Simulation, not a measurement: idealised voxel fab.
The following is a process module called voxel capacitor over wiring.
We display cut, a cross-section 255 nm in width whose square cells are each 5 nm.
How to read a cross-section here: the picture is a grid of square cells, written as bands going from the top down, and any band can span one or more rows of cells. In this notation a band is specified by the heights of its top and bottom, in that order and in nm, after which its materials appear from left to right, each paired with its width in nm. The word "all across" attached to a single material means that material fills the band from edge to edge; the word "empty" stands for empty space. The level at which height equals 0 is the one under which the wafer, as it arrives, is entirely one material. No lower edge exists for the bottom band, which continues downward and is notated as in "0 and below". Per-row width for "30->40": begins at first number (top row of band), ends at second number (bottom row), increment between rows held constant. The cross-section has no changed cell in any step marked "no alteration". Entry "Closed internal voids" = empty spaces >= 8 cells with no open way to the top; each as width x height at distance, distance from left edge, all nm. Formally, on a step line, whatever follows the settings is a remark that the simulator itself makes on the step. overlay nm: for a step with a mask, the amount by which the mask lay right of where it was planned; a negative amount means left of it.
Set out below are the planned steps of the process:
1: RECEIVE (material Si)
2: CONFORMAL_DEP (material SiO2; thk nm 15)
3: DIRECTIONAL_DEP (material TiN; thk nm 5)
4: DIRECTIONAL_DEP (material W; thk nm 15)
5: PATTERN (tone cover; mask id METAL_1; material resist; width nm 20; pitch nm 70; thk nm 15; overlay nm 0)
6: DIRECTIONAL_ETCH (etch materials W; depth nm 15)
7: DIRECTIONAL_ETCH (etch materials TiN; depth nm 5)
8: STRIP (etch materials resist)
9: CONFORMAL_DEP (material SiN; thk nm 5)
10: FILL_DEP (material lowk; thk nm 10)
11: CMP (height nm 35)
12: CONFORMAL_DEP (material SiCN; thk nm 5)
13: DIRECTIONAL_DEP (material lowk; thk nm 20)
14: DIRECTIONAL_DEP (material aC; thk nm 10)
15: PATTERN (tone open; mask id PLUG_1; material resist; width nm 15; thk nm 25; overlay nm 0)
16: DIRECTIONAL_ETCH (etch materials aC; depth nm 10)
17: STRIP (etch materials resist)
18: DIRECTIONAL_ETCH (etch materials lowk; depth nm 20)
19: DIRECTIONAL_ETCH (etch materials SiCN; depth nm 5)
20: STRIP (etch materials aC)
21: CONFORMAL_DEP (material TiN; thk nm 5)
22: FILL_DEP (material Ru; thk nm 10)
23: CMP (height nm 60)
24: DIRECTIONAL_DEP (material TiN; thk nm 10)
25: DIRECTIONAL_DEP (material SiN; thk nm 5)
26: DIRECTIONAL_DEP (material TiN; thk nm 5)
27: PATTERN (tone cover; mask id UPPER_PLATE; material resist; width nm 55; thk nm 20; overlay nm 0)
28: DIRECTIONAL_ETCH (etch materials TiN; depth nm 5)
29: DIRECTIONAL_ETCH (etch materials SiN; depth nm 5)
30: STRIP (etch materials resist)
31: MASKED_ETCH (tone cover; mask id LOWER_PLATE; width nm 65; etch materials TiN; depth nm 10; overlay nm 0)
32: FILL_DEP (material SiO2; thk nm 15)
33: CMP (height nm 90)
34: DIRECTIONAL_DEP (material aC; thk nm 15)
35: PATTERN (tone open; mask id PLUG_2; material resist; width nm 15; thk nm 30; overlay nm 0)
36: DIRECTIONAL_ETCH (etch materials aC; depth nm 15)
37: STRIP (etch materials resist)
38: DIRECTIONAL_ETCH (etch materials SiO2; depth nm 10)
39: STRIP (etch materials aC)
40: CONFORMAL_DEP (material TiN; thk nm 5)
41: FILL_DEP (material Ru; thk nm 5)
42: CMP (height nm 90)
43: CONFORMAL_DEP (material SiCN; thk nm 5)
The cross-section here shows the wafer as received, i.e. in its state after step 1:
* 0 and below = Si all across
* Closed internal voids: none
The cross-section shown corresponds to the wafer at the conclusion of the module. The initial structure and the process plan are those presented above; however, one mistake occurred in executing the plan:
* 95 down to 90 = SiCN all across
* 90 down to 85 = 95 of SiO2  5 of TiN  5 of Ru  5 of TiN  145 of SiO2
* 85 down to 75 = 95->85 of SiO2  15->55 of TiN  145->115 of SiO2
* 75 down to 70 = 85 of SiO2  55 of SiN  115 of SiO2
* 70 down to 60 = 80 of SiO2  65 of TiN  110 of SiO2
* 60 down to 40 = 85 of lowk  5 of TiN  5 of Ru  5 of TiN  155 of lowk
* 40 down to 35 = 85 of SiCN  15 of TiN  155 of SiCN
* 35 down to 30 = 80 of SiN  20 of TiN  50 of SiN  20 of TiN  85 of SiN
* 30 down to 0 = SiO2 all across
* 0 and below = Si all across
* Closed internal voids: none
What broke from the plan during processing? yeah, plan step 2 got run twice
